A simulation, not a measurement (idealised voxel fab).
process module | voxel released beams
cross-section cut | 275 nm wide | cells 5 nm
A cross-section is a grid of square cells, given in bands from the top down. A band is one or more rows of cells.
Each band's line starts with the height of the band's top and of its bottom, in nm. Then come its materials from left to right, each with its width in nm. One material with "throughout" fills the band from edge to edge. "air" is empty space.
Height 0 is the level under which the wafer as received is all one material. The lowest band goes on downwards, as in "0 down".
A width such as "30 to 40" changes by the same amount from each row of cells to the next, from the band's top row to its bottom row.
"no change" after a step means that no cell of the cross-section changed.
closed voids: empty space of 8 cells or more with no open way to the top, each as width x height at its distance from the left edge, in nm
after a step's settings: what the simulator itself notes on the step
overlay nm, on a step with a mask: how far to the right of its planned place the mask lay; to the left if negative
plan
1 op RECEIVE | material Si
2 op CONFORMAL_DEP | material SiN | thk nm 5
3 op DIRECTIONAL_DEP | material SiO2 | thk nm 20
4 op MASKED_ETCH | tone open | mask id ANCHOR | width nm 35 | etch materials SiO2 | depth nm 20 | overlay nm 0
5 op CONFORMAL_DEP | material TiN | thk nm 10
6 op MASKED_ETCH | tone cover | mask id BEAM | width nm 85 | etch materials TiN | depth nm 10 | overlay nm 0
7 op STRIP | etch materials SiO2
first wafer, as planned
as received, after step 1
  0 down: Si throughout
  closed voids: none
after step 2
  5 to 0: SiN throughout
  below 0: unchanged
after step 3
  25 to 5: SiO2 throughout
  below 5: unchanged
after step 4
  25 to 5: SiO2 95 | air 35 | SiO2 145
  below 5: unchanged
after step 5
  35 to 25: TiN 105 | air 15 | TiN 155
  25 to 15: SiO2 95 | TiN 10 | air 15 | TiN 10 | SiO2 145
  15 to 5: SiO2 95 | TiN 35 | SiO2 145
  below 5: unchanged
after step 6
  35 to 25: air 90 | TiN 15 | air 15 | TiN 55 | air 100
  below 25: unchanged
after step 7
  35 to 25: air 90 | TiN 15 | air 15 | TiN 55 | air 100
  25 to 15: air 95 | TiN 10 | air 15 | TiN 10 | air 145
  15 to 5: air 95 | TiN 35 | air 145
  below 5: unchanged
second wafer: like start, like plan, one mistake. Through step 1 it matches the first wafer
when step 2 should have ended
  20 to 0: SiO2 throughout
  below 0: unchanged
when step 3 should have ended
  25 to 20: SiN throughout
  below 20: unchanged
when step 4 should have ended: no change
when step 5 should have ended
  35 to 25: TiN throughout
  below 25: unchanged
when step 6 should have ended
  35 to 25: air 90 | TiN 85 | air 100
  below 25: unchanged
when step 7 should have ended: no change
what went wrong: steps 2 and 3 were swapped
at the end the second wafer has, in cells: 220 more of SiO2 | 16 fewer of TiN
